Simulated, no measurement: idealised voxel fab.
process module | voxel fin reveal
cross-section cut | 180 nm wide | cells 5 nm
A cross-section is a grid of square cells, given in bands from the top down. A band is one or more rows of cells.
Each band's line starts with the height of the band's top and of its bottom, in nm. Then come its materials from left to right, each with its width in nm. One material with "throughout" fills the band from edge to edge. "air" is empty space.
Height 0 is the level under which the wafer as received is all one material. The lowest band goes on downwards, as in "0 down".
A width such as "30 to 40" changes by the same amount from each row of cells to the next, from the band's top row to its bottom row.
"no change" after a step means that no cell of the cross-section changed.
closed voids: empty space of 8 cells or more with no open way to the top, each as width x height at its distance from the left edge, in nm
after a step's settings: what the simulator itself notes on the step
overlay nm, on a step with a mask: how far to the right of its planned place the mask lay; to the left if negative
plan
1 op RECEIVE | material Si
2 op CONFORMAL_DEP | material SiN | thk nm 10
3 op DIRECTIONAL_DEP | material aC | thk nm 10
4 op PATTERN | tone cover | mask id FINS | material resist | width nm 15 | pitch nm 45 | thk nm 25 | overlay nm 0
5 op DIRECTIONAL_ETCH | etch materials aC | depth nm 10
6 op STRIP | etch materials resist
7 op DIRECTIONAL_ETCH | etch materials SiN | depth nm 10
8 op DIRECTIONAL_ETCH | etch materials Si | depth nm 30
9 op STRIP | etch materials aC
10 op FILL_DEP | material SiO2 | thk nm 10
11 op CMP | height nm 10
12 op SELECTIVE_ETCH | etch materials SiO2 | depth nm 30
13 op STRIP | etch materials SiN
14 op CONFORMAL_DEP | material HfO2 | thk nm 5
first wafer, as planned
as received, after step 1
  0 down: Si throughout
  closed voids: none
after step 2
  10 to 0: SiN throughout
  below 0: unchanged
after step 3
  20 to 10: aC throughout
  below 10: unchanged
after step 4
  45 to 20: air 60 | resist 15 | air 30 | resist 15 | air 60
  below 20: unchanged
after step 5
  35 to 20: air 60 | resist 15 | air 30 | resist 15 | air 60
  20 to 10: air 60 | aC 15 | air 30 | aC 15 | air 60
  below 10: unchanged
after step 6
  20 to 10: air 60 | aC 15 | air 30 | aC 15 | air 60
  below 10: unchanged
after step 7
  20 to 10: air 60 | aC 15 | air 30 | aC 15 | air 60
  10 to 0: air 60 | SiN 15 | air 30 | SiN 15 | air 60
  below 0: unchanged
after step 8
  20 to 10: air 60 | aC 15 | air 30 | aC 15 | air 60
  10 to 0: air 60 | SiN 15 | air 30 | SiN 15 | air 60
  0 to -30: air 60 | Si 15 | air 30 | Si 15 | air 60
  below -30: unchanged
after step 9
  10 to 0: air 60 | SiN 15 | air 30 | SiN 15 | air 60
  below 0: unchanged
after step 10
  20 to 10: SiO2 throughout
  10 to 0: SiO2 60 | SiN 15 | SiO2 30 | SiN 15 | SiO2 60
  0 to -30: SiO2 60 | Si 15 | SiO2 30 | Si 15 | SiO2 60
  below -30: unchanged
after step 11
  10 to 0: SiO2 60 | SiN 15 | SiO2 30 | SiN 15 | SiO2 60
  below 0: unchanged
after step 12
  10 to 0: air 60 | SiN 15 | air 30 | SiN 15 | air 60
  0 to -20: air 60 | Si 15 | air 30 | Si 15 | air 60
  below -20: unchanged
after step 13
  0 to -20: air 60 | Si 15 | air 30 | Si 15 | air 60
  below -20: unchanged
after step 14
  5 to 0: air 55 | HfO2 25 | air 20 | HfO2 25 | air 55
  0 to -15: air 55 | HfO2 5 | Si 15 | HfO2 5 | air 20 | HfO2 5 | Si 15 | HfO2 5 | air 55
  -15 to -20: HfO2 60 | Si 15 | HfO2 30 | Si 15 | HfO2 60
  below -20: unchanged
second wafer: like start, like plan, one mistake. Through step 3 it matches the first wafer
when step 4 should have ended
  45 to 20: air 55 | resist 25 | air 20 | resist 25 | air 55
  below 20: unchanged
when step 5 should have ended
  35 to 20: air 55 | resist 25 | air 20 | resist 25 | air 55
  20 to 10: air 55 | aC 25 | air 20 | aC 25 | air 55
  below 10: unchanged
when step 6 should have ended
  20 to 10: air 55 | aC 25 | air 20 | aC 25 | air 55
  below 10: unchanged
when step 7 should have ended
  20 to 10: air 55 | aC 25 | air 20 | aC 25 | air 55
  10 to 0: air 55 | SiN 25 | air 20 | SiN 25 | air 55
  below 0: unchanged
when step 8 should have ended
  20 to 10: air 55 | aC 25 | air 20 | aC 25 | air 55
  10 to 0: air 55 | SiN 25 | air 20 | SiN 25 | air 55
  0 to -30: air 55 | Si 25 | air 20 | Si 25 | air 55
  below -30: unchanged
when step 9 should have ended
  10 to 0: air 55 | SiN 25 | air 20 | SiN 25 | air 55
  below 0: unchanged
when step 10 should have ended
  20 to 10: SiO2 throughout
  10 to 0: SiO2 55 | SiN 25 | SiO2 20 | SiN 25 | SiO2 55
  0 to -30: SiO2 55 | Si 25 | SiO2 20 | Si 25 | SiO2 55
  below -30: unchanged
when step 11 should have ended
  10 to 0: SiO2 55 | SiN 25 | SiO2 20 | SiN 25 | SiO2 55
  below 0: unchanged
when step 12 should have ended
  10 to 0: air 55 | SiN 25 | air 20 | SiN 25 | air 55
  0 to -20: air 55 | Si 25 | air 20 | Si 25 | air 55
  below -20: unchanged
when step 13 should have ended
  0 to -20: air 55 | Si 25 | air 20 | Si 25 | air 55
  below -20: unchanged
when step 14 should have ended
  5 to 0: air 50 | HfO2 35 | air 10 | HfO2 35 | air 50
  0 to -15: air 50 | HfO2 5 | Si 25 | HfO2 5 | air 10 | HfO2 5 | Si 25 | HfO2 5 | air 50
  -15 to -20: HfO2 55 | Si 25 | HfO2 20 | Si 25 | HfO2 55
  below -20: unchanged
what went wrong: step 4 ran as: op PATTERN | tone cover | mask id FINS | material resist | width nm 25 | pitch nm 45 | thk nm 25 | overlay nm 0
at the end the second wafer has, in cells: 24 more of Si | 8 fewer of SiO2
